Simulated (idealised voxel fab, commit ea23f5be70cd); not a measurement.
Process module under the name voxel local oxidation
Each square cell in cross-section cut measures 5 nm, and the section as a whole is 240 nm wide.
Bands, listed from the top down, are how a cross-section gets written in this document; the cross-section itself is a grid of square cells, and a band is one or more rows of them. Each band's line starts with the height of the band's top and of its bottom, in nm. Then come its materials from left to right, each with its width in nm. One material with "full width" fills the band from edge to edge. "blank" is empty space. Heights are reckoned from 0. Under this level, the received wafer is all of one material. The bottommost band is open-ended downward, for example "0 down". Read "30 to 40" as a graded width: first number on top, second number at the bottom, same change between each pair of neighbouring rows. Given "no alteration" for a step, no cell of the cross-section differs between before and after that step. "Non-vented voids" specifies each empty space that is not open to the top and that occupies no fewer than 8 cells, using the form width x height at distance, the distance measured from the left edge and all three quantities in nm. The remark found on a step's line after its settings is issued by the simulator itself and pertains to that step. The line of a step may include "overlay nm". On a step with a mask, this value is how far to the right of its planned place the mask lay. A negative value means the mask lay to the left.
### Process steps (planned)
1. RECEIVE [material Si]
2. CONFORMAL_DEP [material SiO2] [thk nm 5]
3. CONFORMAL_DEP [material SiN] [thk nm 10]
4. PATTERN [tone cover] [mask id ACTIVE] [material resist] [width nm 95] [thk nm 15] [overlay nm 0]
5. DIRECTIONAL_ETCH [etch materials SiN] [depth nm 10]
6. STRIP [etch materials resist]
7. SELECTIVE_ETCH [etch materials SiO2] [depth nm 5]
8. OXIDIZE [depth nm 10]
9. STRIP [etch materials SiN]
### First wafer of two (run as planned)
### Shown in cross-section is the wafer as received, that is, as it stands after step 1
    0 down: Si full width
    Non-vented voids: none
### Cross-sectional representation of the wafer at the conclusion of step 2
    5 to 0: SiO2 full width
    Note: structure below 0 unchanged.
### Cross-sectional representation of the wafer at the conclusion of step 3
    15 to 5: SiN full width
    Note: structure below 5 unchanged.
### Cross-sectional representation of the wafer at the conclusion of step 4
    30 to 15: 70 of blank, then 95 of resist, then 75 of blank
    Note: structure below 15 unchanged.
### Cross-sectional representation of the wafer at the conclusion of step 5
    30 to 15: 70 of blank, then 95 of resist, then 75 of blank
    15 to 5: 70 of blank, then 95 of SiN, then 75 of blank
    Note: structure below 5 unchanged.
### Cross-sectional representation of the wafer at the conclusion of step 6
    15 to 5: 70 of blank, then 95 of SiN, then 75 of blank
    Note: structure below 5 unchanged.
### Cross-sectional representation of the wafer at the conclusion of step 7
    15 to 5: 70 of blank, then 95 of SiN, then 75 of blank
    5 to 0: 75 of blank, then 85 of SiO2, then 80 of blank
    Note: structure below 0 unchanged.
### Cross-sectional representation of the wafer at the conclusion of step 8
    15 to 5: 70 of blank, then 95 of SiN, then 75 of blank
    5 to 0: 75 of blank, then 85 of SiO2, then 80 of blank
    0 to -10: 85 of SiO2, then 65 of Si, then 90 of SiO2
    Note: structure below -10 unchanged.
### Cross-sectional representation of the wafer at the conclusion of step 9
    5 to 0: 75 of blank, then 85 of SiO2, then 80 of blank
    Note: structure below 0 unchanged.
### For the second wafer, take the first wafer's start and plan, then add one mistake made in running it; everything through step 7, that step included, is shared with the first
### Cross-section of the second wafer when, according to plan, step 8 should have finished
    15 to 5: 70 of blank, then 95 of SiN, then 75 of blank
    5 to 0: 75 of blank, then 85 of SiO2, then 80 of blank
    0 to -5: 80 of SiO2, then 75 of Si, then 85 of SiO2
    Note: structure below -5 unchanged.
### Cross-section of the second wafer when, according to plan, step 9 should have finished
    5 to 0: 75 of blank, then 85 of SiO2, then 80 of blank
    Note: structure below 0 unchanged.
Misprocessing identified: in deviation from the planned setting, step 8 was conducted as OXIDIZE [depth nm 5]
at the end the second wafer has, in cells: Si: 37 more, SiO2: 37 fewer
